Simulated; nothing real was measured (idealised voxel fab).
process module | voxel ribs on slabs
cross-section cut | 165 nm wide | cells 5 nm
A cross-section is a grid of square cells, given in bands from the top down. A band is one or more rows of cells.
Each band's line starts with the height of the band's top and of its bottom, in nm. Then come its materials from left to right, each with its width in nm. One material with "throughout" fills the band from edge to edge. "air" is empty space.
Height 0 is the level under which the wafer as received is all one material. The lowest band goes on downwards, as in "0 down".
A width such as "30 to 40" changes by the same amount from each row of cells to the next, from the band's top row to its bottom row.
"no change" after a step means that no cell of the cross-section changed.
closed voids: empty space of 8 cells or more with no open way to the top, each as width x height at its distance from the left edge, in nm
after a step's settings: what the simulator itself notes on the step
overlay nm, on a step with a mask: how far to the right of its planned place the mask lay; to the left if negative
plan
1 op RECEIVE | material Si
2 op DIRECTIONAL_DEP | material SiO2 | thk nm 20
3 op DIRECTIONAL_DEP | material SiN | thk nm 15
4 op PATTERN | tone cover | mask id RIB | material resist | width nm 15 | thk nm 20 | overlay nm 0
5 op DIRECTIONAL_ETCH | etch materials SiN | depth nm 5
6 op STRIP | etch materials resist
7 op MASKED_ETCH | tone cover | mask id SLAB | width nm 55 | etch materials SiN | depth nm 10 | overlay nm 0
8 op FILL_DEP | material SiO2 | thk nm 25
9 op CMP | height nm 55
10 op DIRECTIONAL_DEP | material TiN | thk nm 10
11 op DIRECTIONAL_DEP | material aC | thk nm 10
12 op PATTERN | tone cover | mask id HEATER | material resist | width nm 25 | thk nm 30 | overlay nm 0
13 op DIRECTIONAL_ETCH | etch materials aC | depth nm 10
14 op STRIP | etch materials resist
15 op DIRECTIONAL_ETCH | etch materials TiN | depth nm 10
16 op STRIP | etch materials aC
17 op CONFORMAL_DEP | material SiO2 | thk nm 10
as received, after step 1
  0 down: Si throughout
  closed voids: none
a wafer at the end: this start, this plan, one mistake
  75 to 65: air 60 | SiO2 45 | air 60
  65 to 55: SiO2 70 | TiN 25 | SiO2 70
  55 to 50: SiO2 75 | SiN 15 | SiO2 75
  50 to 40: SiO2 55 | SiN 55 | SiO2 55
  40 to 0: SiO2 throughout
  0 down: Si throughout
  closed voids: none
what went wrong: step 2 was run twice
